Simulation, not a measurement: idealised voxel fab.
Process module heading - voxel quadruple lines
In the cross-section labelled cut, the width is 280 nm and each square cell is 5 nm.
Cross-section, as written here: a square-cell grid given band by band from the top down, where a band holds one or more rows of cells. For a band, the entry starts with two heights in nm, that of the top and then that of the bottom, and carries on with the band's materials in order from left to right, each alongside its width in nm; the word "edge to edge" beside a single material means it fills the band edge to edge, and "blank" means empty space. Height reference: 0 = level under which incoming wafer is all one material. Lowest band: no bottom, runs on downward, e.g. "top 0, no bottom". The notation "30->40" denotes a width that varies across the rows of cells in the band, beginning at the first number in the top row, finishing at the second number in the bottom row, and changing by an identical amount from each row to the next. Where a step carries "nothing changed", the cross-section came out of it unchanged, cell for cell. "Tabulated closed voids" specifies each empty space that is not open to the top and that occupies no fewer than 8 cells, using the form width x height at distance, the distance measured from the left edge and all three quantities in nm. Anything after a step's settings on that line? It's the simulator's own note about the step. overlay nm: mask right of planned place by this much (step with mask). Neg. = left.
The steps planned for the process are as follows
| 1 | RECEIVE,material Si |
| 2 | CONFORMAL_DEP,material SiO2,thk nm 5 |
| 3 | DIRECTIONAL_DEP,material W,thk nm 15 |
| 4 | DIRECTIONAL_DEP,material polySi,thk nm 20 |
| 5 | DIRECTIONAL_DEP,material aC,thk nm 20 |
| 6 | PATTERN,tone cover,mask id MANDREL,material resist,width nm 25,thk nm 30,overlay nm 0 |
| 7 | DIRECTIONAL_ETCH,etch materials aC,depth nm 20 |
| 8 | STRIP,etch materials resist |
| 9 | CONFORMAL_DEP,material SiO2,thk nm 15 |
| 10 | DIRECTIONAL_ETCH,etch materials SiO2,depth nm 15 |
| 11 | STRIP,etch materials aC |
| 12 | DIRECTIONAL_ETCH,etch materials polySi,depth nm 20 |
| 13 | STRIP,etch materials SiO2 |
| 14 | CONFORMAL_DEP,material SiCN,thk nm 5 |
| 15 | DIRECTIONAL_ETCH,etch materials SiCN,depth nm 5 |
| 16 | STRIP,etch materials polySi |
| 17 | DIRECTIONAL_ETCH,etch materials W,depth nm 15 |
| 18 | STRIP,etch materials SiCN |
Wafer at receipt (post step 1), cross-section
	top 0, no bottom: Si edge to edge
	Tabulated closed voids: none
Post-module cross-section of the first of two wafers (run per plan)
	top 20, bottom 5: blank 105 | W 5 | blank 15 | W 5 | blank 15 | W 5 | blank 15 | W 5 | blank 110
	top 5, bottom 0: SiO2 edge to edge
	top 0, no bottom: Si edge to edge
	Tabulated closed voids: none
Second wafer cross-section at end of module - shared start and plan with the first, one mistake in the run
	top 20, bottom 5: blank 95 | W 5 | blank 15 | W 5 | blank 15 | W 5 | blank 15 | W 5 | blank 120
	top 5, bottom 0: SiO2 edge to edge
	top 0, no bottom: Si edge to edge
	Tabulated closed voids: none
Plan not followed: step 6 changed vs plan, executed as PATTERN,tone cover,mask id MANDREL,material resist,width nm 25,thk nm 30,overlay nm -10
By the end, you'd get the same cell count for each material on either wafer, but the second wafer puts them somewhere else.
